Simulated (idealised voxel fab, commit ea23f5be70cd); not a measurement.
process module | voxel released beams
cross-section cut | 290 nm wide | cells 5 nm
A cross-section is a grid of square cells, given in bands from the top down. A band is one or more rows of cells.
Each band's line starts with the height of the band's top and of its bottom, in nm. Then come its materials from left to right, each with its width in nm. One material with "throughout" fills the band from edge to edge. "air" is empty space.
Height 0 is the level under which the wafer as received is all one material. The lowest band goes on downwards, as in "0 down".
A width such as "30 to 40" changes by the same amount from each row of cells to the next, from the band's top row to its bottom row.
"no change" after a step means that no cell of the cross-section changed.
closed voids: empty space of 8 cells or more with no open way to the top, each as width x height at its distance from the left edge, in nm
after a step's settings: what the simulator itself notes on the step
overlay nm, on a step with a mask: how far to the right of its planned place the mask lay; to the left if negative
plan
1 op RECEIVE | material Si
2 op CONFORMAL_DEP | material SiN | thk nm 5
3 op DIRECTIONAL_DEP | material SiO2 | thk nm 10
4 op DIRECTIONAL_DEP | material aC | thk nm 10
5 op PATTERN | tone open | mask id ANCHOR | material resist | width nm 40 | thk nm 25 | overlay nm 0
6 op DIRECTIONAL_ETCH | etch materials aC | depth nm 10
7 op STRIP | etch materials resist
8 op DIRECTIONAL_ETCH | etch materials SiO2 | depth nm 10
9 op STRIP | etch materials aC
10 op CONFORMAL_DEP | material W | thk nm 15
11 op MASKED_ETCH | tone cover | mask id BEAM | width nm 120 | etch materials W | depth nm 15 | overlay nm 0
12 op STRIP | etch materials SiO2
first wafer, as planned
as received, after step 1
  0 down: Si throughout
  closed voids: none
after step 2
  5 to 0: SiN throughout
  below 0: unchanged
after step 3
  15 to 5: SiO2 throughout
  below 5: unchanged
after step 4
  25 to 15: aC throughout
  below 15: unchanged
after step 5
  50 to 25: resist 85 | air 40 | resist 165
  below 25: unchanged
after step 6
  40 to 25: resist 85 | air 40 | resist 165
  25 to 15: aC 85 | air 40 | aC 165
  below 15: unchanged
after step 7
  25 to 15: aC 85 | air 40 | aC 165
  below 15: unchanged
after step 8
  25 to 15: aC 85 | air 40 | aC 165
  15 to 5: SiO2 85 | air 40 | SiO2 165
  below 5: unchanged
after step 9
  15 to 5: SiO2 85 | air 40 | SiO2 165
  below 5: unchanged
after step 10
  30 to 20: W 100 | air 10 | W 180
  20 to 15: W throughout
  15 to 5: SiO2 85 | W 40 | SiO2 165
  below 5: unchanged
after step 11
  30 to 20: air 80 | W 20 | air 10 | W 90 | air 90
  20 to 15: air 80 | W 120 | air 90
  below 15: unchanged
after step 12
  30 to 20: air 80 | W 20 | air 10 | W 90 | air 90
  20 to 15: air 80 | W 120 | air 90
  15 to 5: air 85 | W 40 | air 165
  below 5: unchanged
second wafer: like start, like plan, one mistake. Through step 10 it matches the first wafer
when step 11 should have ended
  30 to 20: air 85 | W 15 | air 10 | W 95 | air 85
  20 to 15: air 85 | W 120 | air 85
  below 15: unchanged
when step 12 should have ended
  30 to 20: air 85 | W 15 | air 10 | W 95 | air 85
  20 to 15: air 85 | W 120 | air 85
  15 to 5: air 85 | W 40 | air 165
  below 5: unchanged
what went wrong: step 11 ran as: op MASKED_ETCH | tone cover | mask id BEAM | width nm 120 | etch materials W | depth nm 15 | overlay nm 5
at the end the second wafer has, in cells: as many of each material as the first, in other places
